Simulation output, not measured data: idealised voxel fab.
You're looking at the process module voxel transistor to metal.
The cross-section shown here is cut; it is 285 nm wide and divided into square cells measuring 5 nm on a side.
Cross-section, as written here: a square-cell grid given band by band from the top down, where a band holds one or more rows of cells.
The band entry comprises the height of the band's top followed by the height of its bottom, expressed in nm, and subsequently the band's materials from left to right, each stated together with its width in nm. Where a single material is marked with the word "throughout", that material fills the band from edge to edge. The word "blank" represents empty space.
Height reference: 0 = level under which incoming wafer is all one material. Lowest band: no bottom, runs on downward, e.g. "0 nm and below".
The notation "30..40" denotes a width that varies across the rows of cells in the band, beginning at the first number in the top row, finishing at the second number in the bottom row, and changing by an identical amount from each row to the next.
The designation "no alterations made", where it is given for a processing step, indicates that no cell of the cross-section was altered in the course of that step.
Heads up: "Enclosed void inventory" only lists the empty pockets with no open path to the top that are 8 cells or more, and it writes them as width x height at distance, distance from the left edge, in nm.
On a step's line, text after the settings is the simulator commenting on that step.
The line of a step may include "overlay nm". On a step with a mask, this value is how far to the right of its planned place the mask lay. A negative value means the mask lay to the left.

Planned process steps:
1,RECEIVE,material Si
2,CONFORMAL_DEP,material SiO2,thk nm 5
3,CONFORMAL_DEP,material SiN,thk nm 10
4,MASKED_ETCH,tone cover,mask id ACTIVE,width nm 95,pitch nm 125,etch materials SiN,depth nm 10,overlay nm 0
5,MASKED_ETCH,tone cover,mask id ACTIVE,width nm 95,pitch nm 125,etch materials SiO2,depth nm 5,overlay nm 0
6,MASKED_ETCH,tone cover,mask id ACTIVE,width nm 95,pitch nm 125,etch materials Si,depth nm 35,overlay nm 0
7,FILL_DEP,material SiO2,thk nm 10
8,CMP,height nm 15
9,SELECTIVE_ETCH,etch materials SiO2,depth nm 5
10,STRIP,etch materials SiN
11,SELECTIVE_ETCH,etch materials SiO2,depth nm 5
12,OXIDIZE,depth nm 5
13,DIRECTIONAL_DEP,material polySi,thk nm 20
14,DIRECTIONAL_DEP,material SiCN,thk nm 10
15,PATTERN,tone cover,mask id GATE,material resist,width nm 25,pitch nm 125,thk nm 20,overlay nm 0
16,DIRECTIONAL_ETCH,etch materials SiCN,depth nm 20
17,DIRECTIONAL_ETCH,etch materials polySi,depth nm 30
18,STRIP,etch materials resist
19,CONFORMAL_DEP,material SiN,thk nm 10
20,DIRECTIONAL_ETCH,etch materials SiN,depth nm 10
21,DIRECTIONAL_ETCH,etch materials SiO2,depth nm 5
22,DIRECTIONAL_ETCH,etch materials Si,depth nm 5
23,EPI,material SiGe,thk nm 10
24,FILL_DEP,material SiO2,thk nm 5
25,CMP,height nm 30
26,DIRECTIONAL_DEP,material SiO2,thk nm 10
27,MASKED_ETCH,tone open,mask id CONTACT,width nm 15,etch materials SiO2,depth nm 35,overlay nm 0
28,CONFORMAL_DEP,material TiN,thk nm 5
29,FILL_DEP,material Ru,thk nm 5
30,CMP,height nm 40
31,DIRECTIONAL_DEP,material TiN,thk nm 5
32,DIRECTIONAL_DEP,material Ru,thk nm 25
33,MASKED_ETCH,tone cover,mask id METAL_1,width nm 15,etch materials Ru,depth nm 25,overlay nm 0
34,MASKED_ETCH,tone cover,mask id METAL_1,width nm 15,etch materials TiN,depth nm 5,overlay nm 0
35,FILL_DEP,material lowk,thk nm 10
36,CMP,height nm 70
37,CONFORMAL_DEP,material SiN,thk nm 5

Cross-section of the wafer as it came to us, i.e., already through step 1:
    0 nm and below  Si throughout
    Enclosed void inventory: none

End state of the module in cross-section, given the above starting point and plan and one mistake in execution:
    75 nm to 70 nm  SiN throughout
    70 nm to 45 nm  35 of Ru  15 of lowk  55 of Ru  15 of lowk  40 of Ru  15 of lowk  55 of Ru  15 of lowk  40 of Ru
    45 nm to 40 nm  TiN throughout
    40 nm to 30 nm  35 of SiO2  5 of TiN  5 of Ru  5 of TiN  55 of SiO2  5 of TiN  5 of Ru  5 of TiN  40 of SiO2  5 of TiN  5 of Ru  5 of TiN  55 of SiO2  5 of TiN  5 of Ru  5 of TiN  40 of SiO2
    30 nm to 20 nm  35 of SiO2  5 of TiN  5 of Ru  5 of TiN  5 of SiO2  10 of SiN  25 of SiCN  10 of SiN  5 of SiO2  5 of TiN  5 of Ru  5 of TiN  40 of SiO2  5 of TiN  5 of Ru  5 of TiN  5 of SiO2  10 of SiN  25 of SiCN  10 of SiN  5 of SiO2  5 of TiN  5 of Ru  5 of TiN  40 of SiO2
    20 nm to 10 nm  35 of SiO2  5 of TiN  5 of Ru  5 of TiN  5 of SiO2  10 of SiN  25 of polySi  10 of SiN  5 of SiO2  5 of TiN  5 of Ru  5 of TiN  40 of SiO2  5 of TiN  5 of Ru  5 of TiN  5 of SiO2  10 of SiN  25 of polySi  10 of SiN  5 of SiO2  5 of TiN  5 of Ru  5 of TiN  40 of SiO2
    10 nm to 5 nm  35 of SiO2  15 of TiN  5 of SiO2  10 of SiN  25 of polySi  10 of SiN  5 of SiO2  15 of TiN  40 of SiO2  15 of TiN  5 of SiO2  10 of SiN  25 of polySi  10 of SiN  5 of SiO2  15 of TiN  40 of SiO2
    5 nm to 0 nm  25 of SiO2  10 of SiN  20 of SiGe  10 of SiN  25 of polySi  10 of SiN  20 of SiGe  10 of SiN  20 of SiO2  10 of SiN  20 of SiGe  10 of SiN  25 of polySi  10 of SiN  20 of SiGe  10 of SiN  30 of SiO2
    0 nm to -5 nm  35 of SiO2  20 of SiGe  45 of SiO2  20 of SiGe  40 of SiO2  20 of SiGe  45 of SiO2  20 of SiGe  40 of SiO2
    -5 nm to -10 nm  30 of SiO2  5 of Si  20 of SiGe  45 of Si  20 of SiGe  5 of Si  30 of SiO2  5 of Si  20 of SiGe  45 of Si  20 of SiGe  5 of Si  35 of SiO2
    -10 nm to -35 nm  30 of SiO2  95 of Si  30 of SiO2  95 of Si  35 of SiO2
    -35 nm and below  Si throughout
    Enclosed void inventory: none
The plan and the run diverged here: step 33 was run on a setting that differed from the plan, and what really ran there is MASKED_ETCH,tone open,mask id METAL_1,width nm 15,etch materials Ru,depth nm 25,overlay nm 0
